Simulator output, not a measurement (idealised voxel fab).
The following process module bears the name voxel self aligned vias.
Section cut is 155 nm wide and gridded with 5 nm square cells.
How to read a cross-section here: the picture is a grid of square cells, written as bands going from the top down, and any band can span one or more rows of cells.
Top, bottom (nm), then materials left to right with widths (nm); lone material tagged "all across" fills the whole band edge to edge; "empty" = empty space.
We count height from 0. Below that, the starting wafer is all one material. The lowest band never ends at the bottom but goes on down; see "0 down" for how that is written.
When a width is written as two numbers, as in "30..40", the first number is the width in the top row of cells of the band and the second is the width in its bottom row, and the width changes by the same amount from each row to the next.
"left unchanged" for a step: no cell of the cross-section changed in that step.
"Enclosed cavity list" lists enclosed empty spaces (at least 8 cells, no open path upward to the top), each as width x height at distance from the left edge, in nm.
Post-settings text on a step line: simulator's own remark regarding the step.
overlay nm: for a step with a mask, the amount by which the mask lay right of where it was planned; a negative amount means left of it.
**These are the steps we planned for the process**
1) RECEIVE with material Si
2) CONFORMAL_DEP with material SiO2, thk nm 10
3) CONFORMAL_DEP with material SiCN, thk nm 5
4) DIRECTIONAL_DEP with material SiO2, thk nm 20
5) DIRECTIONAL_DEP with material aC, thk nm 15
6) PATTERN with tone open, mask id LINES, material resist, width nm 25, pitch nm 60, thk nm 35, overlay nm 0
7) DIRECTIONAL_ETCH with etch materials aC, depth nm 15
8) STRIP with etch materials resist
9) DIRECTIONAL_ETCH with etch materials SiO2, depth nm 20
10) STRIP with etch materials aC
11) CONFORMAL_DEP with material TiN, thk nm 5
12) FILL_DEP with material W, thk nm 10
13) CMP with height nm 35
14) SELECTIVE_ETCH with etch materials W Ru TiN, depth nm 10
15) FILL_DEP with material SiN, thk nm 10
16) CMP with height nm 35
17) DIRECTIONAL_DEP with material SiO2, thk nm 15
18) PATTERN with tone open, mask id VIAS, material resist, width nm 35, pitch nm 60, thk nm 15, overlay nm 0
19) DIRECTIONAL_ETCH with etch materials SiO2, depth nm 15
20) DIRECTIONAL_ETCH with etch materials SiN, depth nm 5
21) STRIP with etch materials resist
22) CONFORMAL_DEP with material TiN, thk nm 5
23) FILL_DEP with material W, thk nm 5
24) CMP with height nm 50
25) CONFORMAL_DEP with material SiCN, thk nm 5
Keep in mind the plan's value for the depth nm of step 20 comes from the first wafer; the wafers don't share that setting, but they do share the same starting point.
**Incoming state of the first of several wafers in cross-section: after step 1**
	0 down  Si all across
	Enclosed cavity list: none
**First wafer of several, cross-section, module end, after step 25 (last)**
	55 to 50  SiCN all across
	50 to 40  SiO2=30 / TiN=5 / W=25 / TiN=5 / SiO2=25 / TiN=5 / W=25 / TiN=5 / SiO2=30
	40 to 35  SiO2=30 / TiN=10 / W=15 / TiN=10 / SiO2=25 / TiN=10 / W=15 / TiN=10 / SiO2=30
	35 to 30  SiO2=35 / TiN=25 / SiO2=35 / TiN=25 / SiO2=35
	30 to 25  SiO2=35 / SiN=25 / SiO2=35 / SiN=25 / SiO2=35
	25 to 20  SiO2=35 / TiN=5 / W=15 / TiN=5 / SiO2=35 / TiN=5 / W=15 / TiN=5 / SiO2=35
	20 to 15  SiO2=35 / TiN=25 / SiO2=35 / TiN=25 / SiO2=35
	15 to 10  SiCN all across
	10 to 0  SiO2 all across
	0 down  Si all across
	Enclosed cavity list: none
**Final wafer of several, shown in cross-section at the end of the module**
	55 to 50  SiCN all across
	50 to 40  SiO2=30 / TiN=5 / W=25 / TiN=5 / SiO2=25 / TiN=5 / W=25 / TiN=5 / SiO2=30
	40 to 30  SiO2=30..35 / TiN=10..5 / W=15 / TiN=10..5 / SiO2=25..35 / TiN=10..5 / W=15 / TiN=10..5 / SiO2=30..35
	30 to 25  SiO2=35 / TiN=25 / SiO2=35 / TiN=25 / SiO2=35
	25 to 20  SiO2=35 / TiN=5 / W=15 / TiN=5 / SiO2=35 / TiN=5 / W=15 / TiN=5 / SiO2=35
	20 to 15  SiO2=35 / TiN=25 / SiO2=35 / TiN=25 / SiO2=35
	15 to 10  SiCN all across
	10 to 0  SiO2 all across
	0 down  Si all across
	Enclosed cavity list: none
**Per wafer (row), end of module: delta in cells per material since receipt, (+) for gained, (-) for lost; closed voids after that**
depth nm 5 | +62 SiCN | +10 SiN | +197 SiO2 | +40 TiN | +32 W | Enclosed cavity list: none
depth nm 10 | +62 SiCN | +197 SiO2 | +44 TiN | +38 W | Enclosed cavity list: none
depth nm 15 | +62 SiCN | +197 SiO2 | +44 TiN | +38 W | Enclosed cavity list: none
depth nm 20 | +62 SiCN | +197 SiO2 | +44 TiN | +38 W | Enclosed cavity list: none
depth nm 25 | +62 SiCN | +197 SiO2 | +44 TiN | +38 W | Enclosed cavity list: none
